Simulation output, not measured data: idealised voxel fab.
voxel gate over fins: a process module
215 nm wide, 5 nm square cells: that's cross-section cut.
This document writes a cross-section as a grid whose cells are square, and gives it as bands, listed from the top down; one or more rows of cells form a band. For a band, the entry starts with two heights in nm, that of the top and then that of the bottom, and carries on with the band's materials in order from left to right, each alongside its width in nm; the word "throughout" beside a single material means it fills the band edge to edge, and "empty" means empty space. The reference from which all heights are counted is 0, the level beneath which the as-received wafer is entirely one material; the lowest band, having no lower bound, proceeds downward and is written after the example "z 0 and below". Top row gets the first number, bottom row gets the second, and each row in between changes by the same step: that is how a band width like "30..40" works. Where a step carries "no alterations made", the cross-section came out of it unchanged, cell for cell. Each empty space that has no open way to the top and spans at least 8 cells appears under "Closed void table" as width x height at distance, the distance counted from the left edge, all in nm. Read whatever lies past the settings on a step's line as the simulator's own remark about the step. overlay nm: on a step with a mask, how far right of its planned place the mask lay; negative means left.
STEPS PLANNED FOR THE PROCESS
- 1: RECEIVE with material Si
- 2: CONFORMAL_DEP with material SiN, thk nm 5
- 3: MASKED_ETCH with tone cover, mask id FINS, width nm 15, pitch nm 60, etch materials SiN, depth nm 5, overlay nm 0
- 4: MASKED_ETCH with tone cover, mask id FINS, width nm 15, pitch nm 60, etch materials Si, depth nm 30, overlay nm 0
- 5: FILL_DEP with material SiO2, thk nm 5
- 6: CMP with height nm 5
- 7: MASKED_ETCH with tone open, mask id RAIL, width nm 15, etch materials SiO2, depth nm 30, overlay nm 0
- 8: CONFORMAL_DEP with material TiN, thk nm 5
- 9: FILL_DEP with material W, thk nm 5
- 10: CMP with height nm 5
- 11: SELECTIVE_ETCH with etch materials W Ru TiN, depth nm 25
- 12: FILL_DEP with material SiO2, thk nm 5
- 13: CMP with height nm 5
- 14: SELECTIVE_ETCH with etch materials SiO2, depth nm 15
- 15: STRIP with etch materials SiN
- 16: CONFORMAL_DEP with material HfO2, thk nm 5
- 17: CONFORMAL_DEP with material TiN, thk nm 5
- 18: CONFORMAL_DEP with material TiAl, thk nm 5
- 19: CONFORMAL_DEP with material TiN, thk nm 5
- 20: FILL_DEP with material W, thk nm 10
- 21: CMP with height nm 25
- 22: CONFORMAL_DEP with material SiN, thk nm 5
SHOWN IN CROSS-SECTION IS THE WAFER AS RECEIVED, THAT IS, AS IT STANDS AFTER STEP 1
- z 0 and below = Si throughout
- Closed void table: none
FIRST OF TWO WAFERS, END-OF-MODULE SECTION, RUN FOLLOWED PLAN
- z 30 to 25 = SiN throughout
- z 25 to 20 = W throughout
- z 20 to 15 = W 50 nm, TiN 55 nm, W 5 nm, TiN 55 nm, W 50 nm
- z 15 to 10 = W 50 nm, TiN 5 nm, TiAl 45 nm, TiN 5 nm, W 5 nm, TiN 5 nm, TiAl 45 nm, TiN 5 nm, W 50 nm
- z 10 to 5 = TiN 55 nm, TiAl 5 nm, TiN 35 nm, TiAl 5 nm, TiN 15 nm, TiAl 5 nm, TiN 35 nm, TiAl 5 nm, TiN 55 nm
- z 5 to 0 = TiAl 60 nm, TiN 5 nm, HfO2 25 nm, TiN 5 nm, TiAl 25 nm, TiN 5 nm, HfO2 25 nm, TiN 5 nm, TiAl 60 nm
- z 0 to -5 = TiN 65 nm, HfO2 5 nm, Si 15 nm, HfO2 5 nm, TiN 35 nm, HfO2 5 nm, Si 15 nm, HfO2 5 nm, TiN 65 nm
- z -5 to -10 = HfO2 70 nm, Si 15 nm, HfO2 45 nm, Si 15 nm, HfO2 70 nm
- z -10 to -20 = SiO2 70 nm, Si 15 nm, SiO2 45 nm, Si 15 nm, SiO2 70 nm
- z -20 to -25 = SiO2 70 nm, Si 15 nm, SiO2 15 nm, TiN 15 nm, SiO2 15 nm, Si 15 nm, SiO2 70 nm
- z -25 to -30 = SiO2 70 nm, Si 15 nm, SiO2 45 nm, Si 15 nm, SiO2 70 nm
- z -30 and below = Si throughout
- Closed void table: none
CROSS-SECTION AT END OF MODULE FOR THE SECOND WAFER OF TWO, WHICH MATCHED THE FIRST IN STARTING POINT AND PLAN AND DIFFERED BY ONE MISTAKE IN ITS PROCESSING
- z 30 to 25 = SiN throughout
- z 25 to 20 = W throughout
- z 20 to 15 = W 50 nm, TiN 55 nm, W 5 nm, TiN 55 nm, W 50 nm
- z 15 to 10 = W 50 nm, TiN 5 nm, TiAl 45 nm, TiN 5 nm, W 5 nm, TiN 5 nm, TiAl 45 nm, TiN 5 nm, W 50 nm
- z 10 to 5 = W 50 nm, TiN 5 nm, TiAl 5 nm, TiN 35 nm, TiAl 5 nm, TiN 5 nm, W 5 nm, TiN 5 nm, TiAl 5 nm, TiN 35 nm, TiAl 5 nm, TiN 5 nm, W 50 nm
- z 5 to 0 = W 50 nm, TiN 5 nm, TiAl 5 nm, TiN 5 nm, HfO2 25 nm, TiN 5 nm, TiAl 5 nm, TiN 5 nm, W 5 nm, TiN 5 nm, TiAl 5 nm, TiN 5 nm, HfO2 25 nm, TiN 5 nm, TiAl 5 nm, TiN 5 nm, W 50 nm
- z 0 to -5 = W 50 nm, TiN 5 nm, TiAl 5 nm, TiN 5 nm, HfO2 5 nm, Si 15 nm, HfO2 5 nm, TiN 5 nm, TiAl 5 nm, TiN 15 nm, TiAl 5 nm, TiN 5 nm, HfO2 5 nm, Si 15 nm, HfO2 5 nm, TiN 5 nm, TiAl 5 nm, TiN 5 nm, W 50 nm
- z -5 to -10 = TiN 55 nm, TiAl 5 nm, TiN 5 nm, HfO2 5 nm, Si 15 nm, HfO2 5 nm, TiN 5 nm, TiAl 25 nm, TiN 5 nm, HfO2 5 nm, Si 15 nm, HfO2 5 nm, TiN 5 nm, TiAl 5 nm, TiN 55 nm
- z -10 to -15 = TiAl 60 nm, TiN 5 nm, HfO2 5 nm, Si 15 nm, HfO2 5 nm, TiN 35 nm, HfO2 5 nm, Si 15 nm, HfO2 5 nm, TiN 5 nm, TiAl 60 nm
- z -15 to -20 = TiN 65 nm, HfO2 5 nm, Si 15 nm, HfO2 5 nm, TiN 5 nm, HfO2 25 nm, TiN 5 nm, HfO2 5 nm, Si 15 nm, HfO2 5 nm, TiN 65 nm
- z -20 to -25 = HfO2 70 nm, Si 15 nm, HfO2 15 nm, TiN 15 nm, HfO2 15 nm, Si 15 nm, HfO2 70 nm
- z -25 to -30 = SiO2 70 nm, Si 15 nm, SiO2 45 nm, Si 15 nm, SiO2 70 nm
- z -30 and below = Si throughout
- Closed void table: none
The plan and the run diverged here: step 14 from the plan got run twice
Final cells, second wafer relative to first, materials higher or lower: 14 more of HfO2, 108 fewer of SiO2, 10 more of TiAl, 22 more of TiN, 62 more of W
